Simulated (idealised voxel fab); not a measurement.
process module | voxel wiring stack
cross-section cut | 185 nm wide | cells 5 nm
A cross-section is a grid of square cells, given in bands from the top down. A band is one or more rows of cells.
Each band's line starts with the height of the band's top and of its bottom, in nm. Then come its materials from left to right, each with its width in nm. One material with "throughout" fills the band from edge to edge. "air" is empty space.
Height 0 is the level under which the wafer as received is all one material. The lowest band goes on downwards, as in "0 down".
A width such as "30 to 40" changes by the same amount from each row of cells to the next, from the band's top row to its bottom row.
"no change" after a step means that no cell of the cross-section changed.
closed voids: empty space of 8 cells or more with no open way to the top, each as width x height at its distance from the left edge, in nm
after a step's settings: what the simulator itself notes on the step
overlay nm, on a step with a mask: how far to the right of its planned place the mask lay; to the left if negative
plan
1 op RECEIVE | material Si
2 op CONFORMAL_DEP | material SiO2 | thk nm 10
3 op DIRECTIONAL_DEP | material TiN | thk nm 5
4 op DIRECTIONAL_DEP | material Ru | thk nm 25
5 op MASKED_ETCH | tone cover | mask id METAL_1 | width nm 20 | pitch nm 45 | etch materials Ru | depth nm 25 | overlay nm 0
6 op MASKED_ETCH | tone cover | mask id METAL_1 | width nm 20 | pitch nm 45 | etch materials TiN | depth nm 5 | overlay nm 0
7 op CONFORMAL_DEP | material SiCN | thk nm 5
8 op FILL_DEP | material SiO2 | thk nm 10
9 op CMP | height nm 40
10 op CONFORMAL_DEP | material SiCN | thk nm 5
11 op DIRECTIONAL_DEP | material SiO2 | thk nm 15
12 op MASKED_ETCH | tone open | mask id PLUG_1 | width nm 15 | pitch nm 45 | etch materials SiO2 | depth nm 15 | overlay nm 0
13 op MASKED_ETCH | tone open | mask id PLUG_1 | width nm 15 | pitch nm 45 | etch materials SiCN | depth nm 5 | overlay nm 0
14 op EPI | material Ru | thk nm 10
15 op EPI | material Ru | thk nm 10
16 op DIRECTIONAL_DEP | material TiN | thk nm 5
17 op DIRECTIONAL_DEP | material Ru | thk nm 20
18 op DIRECTIONAL_DEP | material aC | thk nm 15
19 op PATTERN | tone cover | mask id METAL_2 | material resist | width nm 20 | pitch nm 45 | thk nm 30 | overlay nm 0
20 op DIRECTIONAL_ETCH | etch materials aC | depth nm 15
21 op STRIP | etch materials resist
22 op DIRECTIONAL_ETCH | etch materials Ru | depth nm 20
23 op DIRECTIONAL_ETCH | etch materials TiN | depth nm 5
24 op STRIP | etch materials aC
25 op FILL_DEP | material lowk | thk nm 5
26 op CMP | height nm 85
27 op CONFORMAL_DEP | material SiCN | thk nm 5
as received, after step 1
  0 down: Si throughout
  closed voids: none
first wafer at the end, as planned
  90 to 85: SiCN throughout
  85 to 65: lowk 35 | Ru 20 | lowk 25 | Ru 20 | lowk 25 | Ru 20 | lowk 40
  65 to 60: lowk 35 | TiN 20 | lowk 25 | TiN 20 | lowk 25 | TiN 20 | lowk 40
  60 to 45: SiO2 35 | Ru 15 | SiO2 30 | Ru 15 | SiO2 30 | Ru 15 | SiO2 45
  45 to 40: SiCN 35 | Ru 15 | SiCN 30 | Ru 15 | SiCN 30 | Ru 15 | SiCN 45
  40 to 15: SiO2 30 | SiCN 5 | Ru 20 | SiCN 5 | SiO2 15 | SiCN 5 | Ru 20 | SiCN 5 | SiO2 15 | SiCN 5 | Ru 20 | SiCN 5 | SiO2 35
  15 to 10: SiCN 35 | TiN 20 | SiCN 25 | TiN 20 | SiCN 25 | TiN 20 | SiCN 40
  10 to 0: SiO2 throughout
  0 down: Si throughout
  closed voids: none
second wafer at the end: like start, like plan, one mistake
  90 to 85: SiCN throughout
  85 to 65: lowk 35 | Ru 20 | lowk 25 | Ru 20 | lowk 25 | Ru 20 | lowk 40
  65 to 60: SiCN throughout
  60 to 45: SiO2 35 | Ru 15 | SiO2 30 | Ru 15 | SiO2 30 | Ru 15 | SiO2 45
  45 to 40: SiCN 35 | Ru 15 | SiCN 30 | Ru 15 | SiCN 30 | Ru 15 | SiCN 45
  40 to 15: SiO2 30 | SiCN 5 | Ru 20 | SiCN 5 | SiO2 15 | SiCN 5 | Ru 20 | SiCN 5 | SiO2 15 | SiCN 5 | Ru 20 | SiCN 5 | SiO2 35
  15 to 10: SiCN 35 | TiN 20 | SiCN 25 | TiN 20 | SiCN 25 | TiN 20 | SiCN 40
  10 to 0: SiO2 throughout
  0 down: Si throughout
  closed voids: none
what went wrong: step 16 ran as: op DIRECTIONAL_DEP | material SiCN | thk nm 5
at the end the second wafer has, in cells: 37 more of SiCN | 12 fewer of TiN | 25 fewer of lowk
